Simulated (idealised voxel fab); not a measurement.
Presented below is a process module, voxel released beams.
Each square cell in cross-section cut measures 5 nm, and the section as a whole is 255 nm wide.
Cross-section spec: square-cell grid; bands listed top down; each band is one or more rows. Band: top and bottom heights (nm) first, top before bottom; then materials from left to right, widths in nm. "edge to edge" marks a sole material filling the band edge to edge. "blank" denotes empty space. Heights from 0 (as-received wafer is one material below). Bottom band endless downward, as "0..down". A width given as "30..40" starts at the first number in the band's top row and ends at the second number in its bottom row, shifting by an equal amount at every step from row to row. "stayed the same" means the step left every cell of the cross-section as it was. "Sealed-off cavities" - sealed voids, min. 8 cells, no opening to top; format: width x height at distance (distance from left edge; nm throughout). Where a step's line continues beyond its settings, the continuation is a remark by the simulator itself on that step. When a step includes a mask, the "overlay nm" setting on its line states how far to the right of its planned place that mask lay, and negative values state how far to the left.
PROCESS STEPS FORESEEN IN THE PLAN
1) RECEIVE (material Si)
2) CONFORMAL_DEP (material SiN; thk nm 5)
3) DIRECTIONAL_DEP (material SiO2; thk nm 20)
4) MASKED_ETCH (tone open; mask id ANCHOR; width nm 35; etch materials SiO2; depth nm 20; overlay nm 0)
5) CONFORMAL_DEP (material W; thk nm 10)
6) DIRECTIONAL_DEP (material aC; thk nm 15)
7) PATTERN (tone cover; mask id BEAM; material resist; width nm 75; thk nm 30; overlay nm 0)
8) DIRECTIONAL_ETCH (etch materials aC; depth nm 15)
9) STRIP (etch materials resist)
10) DIRECTIONAL_ETCH (etch materials W; depth nm 10)
11) STRIP (etch materials aC)
12) STRIP (etch materials SiO2)
The wafers in this document start out alike and differ in the width nm applied at step 7; the plan shows the value used for the first wafer.
AS-RECEIVED STATE AFTER STEP 1, FIRST OF SEVERAL WAFERS, CROSS-SECTION
0..down = Si edge to edge
Sealed-off cavities: none
FIRST OF SEVERAL WAFERS IN CROSS-SECTION AT MODULE END, FOLLOWING THE FINAL STEP, STEP 12
35..25 = 85 of blank; 10 of W; 15 of blank; 50 of W; 95 of blank
25..15 = 85 of blank; 10 of W; 15 of blank; 10 of W; 135 of blank
15..5 = 85 of blank; 35 of W; 135 of blank
5..0 = SiN edge to edge
0..down = Si edge to edge
Sealed-off cavities: none
CROSS-SECTIONAL VIEW OF THE FINAL WAFER OF SEVERAL AT THE MODULE'S END
35..25 = 75 of blank; 20 of W; 15 of blank; 65 of W; 80 of blank
25..15 = 85 of blank; 10 of W; 15 of blank; 10 of W; 135 of blank
15..5 = 85 of blank; 35 of W; 135 of blank
5..0 = SiN edge to edge
0..down = Si edge to edge
Sealed-off cavities: none
QUICK KEY FOR THE TABLE: A ROW PER WAFER, TAKEN AT THE END OF THE MODULE. FOR EACH MATERIAL IT TELLS YOU HOW MANY CELLS THE WAFER GAINED (+) OR LOST (-) SINCE IT CAME IN, AND THE CLOSED VOIDS COME AFTER
width nm 75 | +51 SiN | +46 W | Sealed-off cavities: none
width nm 80 | +51 SiN | +48 W | Sealed-off cavities: none
width nm 85 | +51 SiN | +50 W | Sealed-off cavities: none
width nm 90 | +51 SiN | +52 W | Sealed-off cavities: none
width nm 95 | +51 SiN | +54 W | Sealed-off cavities: none
width nm 100 | +51 SiN | +56 W | Sealed-off cavities: none
